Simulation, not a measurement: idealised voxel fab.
voxel trench capacitor: a process module
In the cross-section labelled cut, the width is 210 nm and each square cell is 5 nm.
Cross-section layout: square cells on a grid; listed as bands, top to bottom; a band spans one or more cell rows.
Band entry format. Leading values: height of top, height of bottom, nm. Remainder: materials in left-to-right order, each with its width in nm. Special words: "all across" on a single material, which then fills the band edge to edge; "empty", empty space.
Height datum 0, below which the as-received substrate wafer is one material. Lowest band open at the bottom, running downward: "top 0, no bottom".
A two-number width, for instance "30 to 40", indicates that the width is equal to the first number in the top row of the band and to the second number in the bottom row, and that it changes by a constant amount per row of cells.
Any step labelled "remains unaltered" changed none of the cells in the cross-section.
Closed-off voids of 8+ cells (no open route to the top) go in "Enclosed empty spaces", written width x height at distance from the left edge, in nm.
Note: text after step settings on the step line = simulator remark on that step.
overlay nm: how far to the right of its planned place the mask lay on this masked step (negative: to the left).

### Here's what the planned process steps look like
| 1 | RECEIVE [material Si] |
| 2 | CONFORMAL_DEP [material SiN] [thk nm 5] |
| 3 | MASKED_ETCH [tone open] [mask id TRENCH] [width nm 30] [pitch nm 60] [etch materials SiN] [depth nm 5] [overlay nm 0] |
| 4 | MASKED_ETCH [tone open] [mask id TRENCH] [width nm 30] [pitch nm 60] [etch materials Si] [depth nm 30] [overlay nm 0] |
| 5 | CONFORMAL_DEP [material Al2O3] [thk nm 5] |
| 6 | CONFORMAL_DEP [material TiN] [thk nm 5] |
| 7 | FILL_DEP [material W] [thk nm 10] |
| 8 | CMP [height nm 5] |

### Delivered wafer in cross-section: state after step 1
    top 0, no bottom  Si all across
    Enclosed empty spaces: none

### Run as planned - first of the two wafers cross-sectioned at the end of the module
    top 5, bottom 0  30 of SiN | 5 of Al2O3 | 5 of TiN | 10 of W | 5 of TiN | 5 of Al2O3 | 30 of SiN | 5 of Al2O3 | 5 of TiN | 10 of W | 5 of TiN | 5 of Al2O3 | 30 of SiN | 5 of Al2O3 | 5 of TiN | 10 of W | 5 of TiN | 5 of Al2O3 | 30 of SiN
    top 0, bottom -20  30 of Si | 5 of Al2O3 | 5 of TiN | 10 of W | 5 of TiN | 5 of Al2O3 | 30 of Si | 5 of Al2O3 | 5 of TiN | 10 of W | 5 of TiN | 5 of Al2O3 | 30 of Si | 5 of Al2O3 | 5 of TiN | 10 of W | 5 of TiN | 5 of Al2O3 | 30 of Si
    top -20, bottom -25  30 of Si | 5 of Al2O3 | 20 of TiN | 5 of Al2O3 | 30 of Si | 5 of Al2O3 | 20 of TiN | 5 of Al2O3 | 30 of Si | 5 of Al2O3 | 20 of TiN | 5 of Al2O3 | 30 of Si
    top -25, bottom -30  30 of Si | 30 of Al2O3 | 30 of Si | 30 of Al2O3 | 30 of Si | 30 of Al2O3 | 30 of Si
    top -30, no bottom  Si all across
    Enclosed empty spaces: none

### End-of-module cross-section of the second wafer: identical starting point and process plan to the first, with one processing mistake
    top 5, bottom 0  30 of SiN | 10 of Al2O3 | 10 of TiN | 10 of Al2O3 | 30 of SiN | 10 of Al2O3 | 10 of TiN | 10 of Al2O3 | 30 of SiN | 10 of Al2O3 | 10 of TiN | 10 of Al2O3 | 30 of SiN
    top 0, bottom -25  35 of Si | 5 of Al2O3 | 10 of TiN | 5 of Al2O3 | 40 of Si | 5 of Al2O3 | 10 of TiN | 5 of Al2O3 | 40 of Si | 5 of Al2O3 | 10 of TiN | 5 of Al2O3 | 35 of Si
    top -25, bottom -30  35 of Si | 20 of Al2O3 | 40 of Si | 20 of Al2O3 | 40 of Si | 20 of Al2O3 | 35 of Si
    top -30, no bottom  Si all across
    Enclosed empty spaces: none
Deviation noted in wafer processing: it should be noted that step 4 was executed with settings other than those planned, the operation and settings actually applied being MASKED_ETCH [tone open] [mask id TRENCH] [width nm 20] [pitch nm 60] [etch materials Si] [depth nm 30] [overlay nm 0]
Wrapping up, a cell-based count of both wafers puts the second over or under the first for these materials: Si +36; TiN -6; W -30
